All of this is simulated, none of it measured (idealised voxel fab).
process module | voxel air gaps
cross-section cut | 170 nm wide | cells 5 nm
A cross-section is a grid of square cells, given in bands from the top down. A band is one or more rows of cells.
Each band's line starts with the height of the band's top and of its bottom, in nm. Then come its materials from left to right, each with its width in nm. One material with "throughout" fills the band from edge to edge. "air" is empty space.
Height 0 is the level under which the wafer as received is all one material. The lowest band goes on downwards, as in "0 down".
A width such as "30 to 40" changes by the same amount from each row of cells to the next, from the band's top row to its bottom row.
"no change" after a step means that no cell of the cross-section changed.
closed voids: empty space of 8 cells or more with no open way to the top, each as width x height at its distance from the left edge, in nm
after a step's settings: what the simulator itself notes on the step
overlay nm, on a step with a mask: how far to the right of its planned place the mask lay; to the left if negative
plan
1 op RECEIVE | material Si
2 op CONFORMAL_DEP | material SiO2 | thk nm 15
3 op CONFORMAL_DEP | material SiN | thk nm 5
4 op DIRECTIONAL_DEP | material SiO2 | thk nm 40
5 op MASKED_ETCH | tone open | mask id LINES | width nm 25 | pitch nm 50 | etch materials SiO2 | depth nm 40 | overlay nm 0
6 op CONFORMAL_DEP | material TiN | thk nm 5
7 op FILL_DEP | material W | thk nm 5
8 op CMP | height nm 60
9 op EPI | material Ru | thk nm 10
10 op SELECTIVE_ETCH | etch materials SiO2 | depth nm 50
11 op CONFORMAL_DEP | material SiCN | thk nm 5
as received, after step 1
  0 down: Si throughout
  closed voids: none
first wafer at the end, as planned
  75 to 70: air 5 | SiCN 155 | air 10
  70 to 60: air 5 | SiCN 5 | Ru 45 | SiCN 5 | Ru 45 | SiCN 5 | Ru 45 | SiCN 5 | air 10
  60 to 55: air 5 | SiCN 15 | TiN 5 | W 15 | TiN 5 | SiCN 25 | TiN 5 | W 15 | TiN 5 | SiCN 25 | TiN 5 | W 15 | TiN 5 | SiCN 15 | air 10
  55 to 25: air 15 | SiCN 5 | TiN 5 | W 15 | TiN 5 | SiCN 5 | air 15 | SiCN 5 | TiN 5 | W 15 | TiN 5 | SiCN 5 | air 15 | SiCN 5 | TiN 5 | W 15 | TiN 5 | SiCN 5 | air 20
  25 to 20: SiCN 20 | TiN 25 | SiCN 25 | TiN 25 | SiCN 25 | TiN 25 | SiCN 25
  20 to 15: SiN throughout
  15 to 0: SiO2 throughout
  0 down: Si throughout
  closed voids: 15 x 30 at 50; 15 x 30 at 100
second wafer at the end: like start, like plan, one mistake
  75 to 70: air 10 | SiCN 45 | air 5 | SiCN 45 | air 5 | SiCN 45 | air 15
  70 to 60: air 10 | SiCN 5 | Ru 35 | SiCN 5 | air 5 | SiCN 5 | Ru 35 | SiCN 5 | air 5 | SiCN 5 | Ru 35 | SiCN 5 | air 15
  60 to 55: air 10 | SiCN 15 | TiN 5 | W 5 | TiN 5 | SiCN 15 | air 5 | SiCN 15 | TiN 5 | W 5 | TiN 5 | SiCN 15 | air 5 | SiCN 15 | TiN 5 | W 5 | TiN 5 | SiCN 15 | air 15
  55 to 25: air 20 | SiCN 5 | TiN 5 | W 5 | TiN 5 | SiCN 5 | air 25 | SiCN 5 | TiN 5 | W 5 | TiN 5 | SiCN 5 | air 25 | SiCN 5 | TiN 5 | W 5 | TiN 5 | SiCN 5 | air 25
  25 to 20: SiCN 25 | TiN 15 | SiCN 35 | TiN 15 | SiCN 35 | TiN 15 | SiCN 30
  20 to 15: SiN throughout
  15 to 0: SiO2 throughout
  0 down: Si throughout
  closed voids: none
what went wrong: step 5 ran as: op MASKED_ETCH | tone open | mask id LINES | width nm 15 | pitch nm 50 | etch materials SiO2 | depth nm 40 | overlay nm 0
at the end the second wafer has, in cells: 12 fewer of Ru | 8 more of SiCN | 6 fewer of TiN | 42 fewer of W
closed voids at the end (first wafer, second wafer): 2, 0
